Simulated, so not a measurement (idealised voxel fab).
The process module that follows is named voxel tone inversion.
In the cross-section labelled cut, the width is 250 nm and each square cell is 5 nm.
Format of a cross-section: grid, square cells. Given as bands. Order: top down. Band: one or more rows of cells.
A band entry consists of two parts. The first gives the height of the band's top and the height of its bottom, in nm. The rest lists the band's materials from left to right, each with its width in nm. A single material labelled with the word "full width" fills the band from edge to edge, and the word "empty" marks empty space.
Where do heights start? At 0: under that level the wafer as delivered is made of one material only. And the lowest band has no floor; it just carries on downward, as in "0 nm and below".
Quick explanation for "30..40": the width changes in equal steps down the rows of cells, from the first number in the band's top row to the second number in its bottom row.
"no modification" for a step: no cell of the cross-section changed in that step.
"Sealed void listing" lists enclosed empty spaces (at least 8 cells, no open path upward to the top), each as width x height at distance from the left edge, in nm.
What comes after the settings on a step's line is commentary from the simulator itself on that step.
The line of a step may include "overlay nm". On a step with a mask, this value is how far to the right of its planned place the mask lay. A negative value means the mask lay to the left.

Below is the list of planned process steps
1) RECEIVE (material Si)
2) CONFORMAL_DEP (material SiN; thk nm 5)
3) DIRECTIONAL_DEP (material polySi; thk nm 25)
4) PATTERN (tone cover; mask id POSTS; material resist; width nm 20; pitch nm 35; thk nm 30; overlay nm 0)
5) DIRECTIONAL_ETCH (etch materials polySi; depth nm 25)
6) STRIP (etch materials resist)
7) FILL_DEP (material SiO2; thk nm 5)
8) CMP (height nm 30)
9) STRIP (etch materials polySi)

The cross-section here shows the wafer as received, i.e. in its state after step 1
0 nm and below | Si full width
Sealed void listing: none

Cross-section at module end, one run error; start and plan unchanged from above
30 nm to 15 nm | SiO2=95 / empty=20 / SiO2=15 / empty=20 / SiO2=100
15 nm to 0 nm | SiN full width
0 nm and below | Si full width
Sealed void listing: none
Diagnosis: note that step 2 departed from the planned setting and was carried out as CONFORMAL_DEP (material SiN; thk nm 15)
